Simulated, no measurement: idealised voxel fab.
The process module that follows is named voxel transistor to metal.
285 nm wide, 5 nm square cells: that's cross-section cut.
Format of a cross-section: grid, square cells. Given as bands. Order: top down. Band: one or more rows of cells.
Basically the band line says how high the top is and how high the bottom is, in nm, and then what's in it from left to right, every material with its width in nm. Empty space shows up as "empty", and if a single material carries "everywhere" it runs the full band edge to edge.
For the purposes of this specification, 0 denotes the height below which the wafer in its as-received condition is composed wholly of one material, and the lowermost band, lacking a lower limit, extends downward without end, as expressed in "0..down".
The notation "30->40" denotes a width that varies across the rows of cells in the band, beginning at the first number in the top row, finishing at the second number in the bottom row, and changing by an identical amount from each row to the next.
When a step is marked "no modifications", none of the cells in the cross-section changed during that step.
This entry, "Entrapped void list", enumerates those empty regions of no fewer than 8 cells that possess no open connection to the top. Each region is reported in the form width x height at distance, the distance being taken from the left edge, with all three quantities expressed in nm.
That trailing text on a step's line, after the settings, is the simulator's own remark on the step.
The line of a step may include "overlay nm". On a step with a mask, this value is how far to the right of its planned place the mask lay. A negative value means the mask lay to the left.

[Process steps (planned)]
1: RECEIVE, material Si
2: CONFORMAL_DEP, material SiO2, thk nm 5
3: CONFORMAL_DEP, material SiN, thk nm 10
4: PATTERN, tone cover, mask id ACTIVE, material resist, width nm 105, pitch nm 135, thk nm 20, overlay nm 0
5: DIRECTIONAL_ETCH, etch materials SiN, depth nm 10
6: DIRECTIONAL_ETCH, etch materials SiO2, depth nm 5
7: DIRECTIONAL_ETCH, etch materials Si, depth nm 35
8: STRIP, etch materials resist
9: OXIDIZE, depth nm 5
10: FILL_DEP, material SiO2, thk nm 10
11: CMP, height nm 15
12: SELECTIVE_ETCH, etch materials SiO2, depth nm 10
13: STRIP, etch materials SiN
14: SELECTIVE_ETCH, etch materials SiO2, depth nm 5
15: OXIDIZE, depth nm 5
16: DIRECTIONAL_DEP, material polySi, thk nm 25
17: DIRECTIONAL_DEP, material SiCN, thk nm 15
18: MASKED_ETCH, tone cover, mask id GATE, width nm 25, pitch nm 135, etch materials SiCN, depth nm 25, overlay nm 0
19: MASKED_ETCH, tone cover, mask id GATE, width nm 25, pitch nm 135, etch materials polySi, depth nm 35, overlay nm 0
20: CONFORMAL_DEP, material SiN, thk nm 5
21: DIRECTIONAL_ETCH, etch materials SiN, depth nm 5
22: DIRECTIONAL_ETCH, etch materials SiO2, depth nm 5
23: DIRECTIONAL_ETCH, etch materials Si, depth nm 10
24: EPI, material nSi, thk nm 10
25: FILL_DEP, material SiO2, thk nm 5
26: CMP, height nm 40
27: DIRECTIONAL_DEP, material SiO2, thk nm 15
28: PATTERN, tone open, mask id CONTACT, material resist, width nm 15, thk nm 20, overlay nm 0
29: DIRECTIONAL_ETCH, etch materials SiO2, depth nm 60
30: STRIP, etch materials resist
31: CONFORMAL_DEP, material TiN, thk nm 5
32: FILL_DEP, material W, thk nm 5
33: CMP, height nm 55
34: CONFORMAL_DEP, material SiCN, thk nm 5
35: DIRECTIONAL_DEP, material lowk, thk nm 25
36: PATTERN, tone open, mask id METAL_1, material resist, width nm 15, thk nm 15, overlay nm 0
37: DIRECTIONAL_ETCH, etch materials lowk, depth nm 25
38: DIRECTIONAL_ETCH, etch materials SiCN, depth nm 5
39: STRIP, etch materials resist
40: CONFORMAL_DEP, material TiN, thk nm 5
41: FILL_DEP, material Ru, thk nm 10
42: CMP, height nm 85
43: CONFORMAL_DEP, material SiCN, thk nm 5

[Shown in cross-section is the wafer as received, that is, as it stands after step 1]
* 0..down  Si everywhere
* Entrapped void list: none

[Here's the wafer cut in cross-section after the module, started and planned just like above, except one thing was done wrong in the run]
* 90..85  SiCN everywhere
* 85..60  lowk 25; TiN 5; Ru 5; TiN 5; lowk 65; TiN 5; Ru 5; TiN 5; lowk 40; TiN 5; Ru 5; TiN 5; lowk 65; TiN 5; Ru 5; TiN 5; lowk 30
* 60..55  SiCN 25; TiN 15; SiCN 65; TiN 15; SiCN 40; TiN 15; SiCN 65; TiN 15; SiCN 30
* 55..40  SiO2 25; TiN 5; W 5; TiN 5; SiO2 65; TiN 5; W 5; TiN 5; SiO2 40; TiN 5; W 5; TiN 5; SiO2 65; TiN 5; W 5; TiN 5; SiO2 30
* 40..25  SiO2 25; TiN 5; W 5; TiN 5; SiO2 15; SiN 5; SiCN 25; SiN 5; SiO2 15; TiN 5; W 5; TiN 5; SiO2 40; TiN 5; W 5; TiN 5; SiO2 15; SiN 5; SiCN 25; SiN 5; SiO2 15; TiN 5; W 5; TiN 5; SiO2 30
* 25..5  SiO2 25; TiN 5; W 5; TiN 5; SiO2 15; SiN 5; polySi 25; SiN 5; SiO2 15; TiN 5; W 5; TiN 5; SiO2 40; TiN 5; W 5; TiN 5; SiO2 15; SiN 5; polySi 25; SiN 5; SiO2 15; TiN 5; W 5; TiN 5; SiO2 30
* 5..0  SiO2 25; TiN 15; SiO2 5; nSi 10; SiN 5; polySi 25; SiN 5; nSi 10; SiO2 5; TiN 15; SiO2 40; TiN 15; SiO2 5; nSi 10; SiN 5; polySi 25; SiN 5; nSi 10; SiO2 5; TiN 15; SiO2 30
* 0..-5  SiO2 15; SiN 10; nSi 15; SiO2 5; nSi 10; SiO2 35; nSi 10; SiO2 5; nSi 15; SiN 10; SiO2 20; SiN 10; nSi 15; SiO2 5; nSi 10; SiO2 35; nSi 10; SiO2 5; nSi 15; SiN 10; SiO2 20
* -5..-10  SiO2 30; nSi 25; Si 35; nSi 25; SiO2 50; nSi 25; Si 35; nSi 25; SiO2 35
* -10..-15  SiO2 25; Si 5; nSi 25; Si 35; nSi 25; Si 5; SiO2 40; Si 5; nSi 25; Si 35; nSi 25; Si 5; SiO2 30
* -15..-40  SiO2 25; Si 95; SiO2 40; Si 95; SiO2 30
* -40..down  Si everywhere
* Entrapped void list: none
Heads up, the wafer didn't run the way we planned it: not run: step 2 of the plan (skipped)
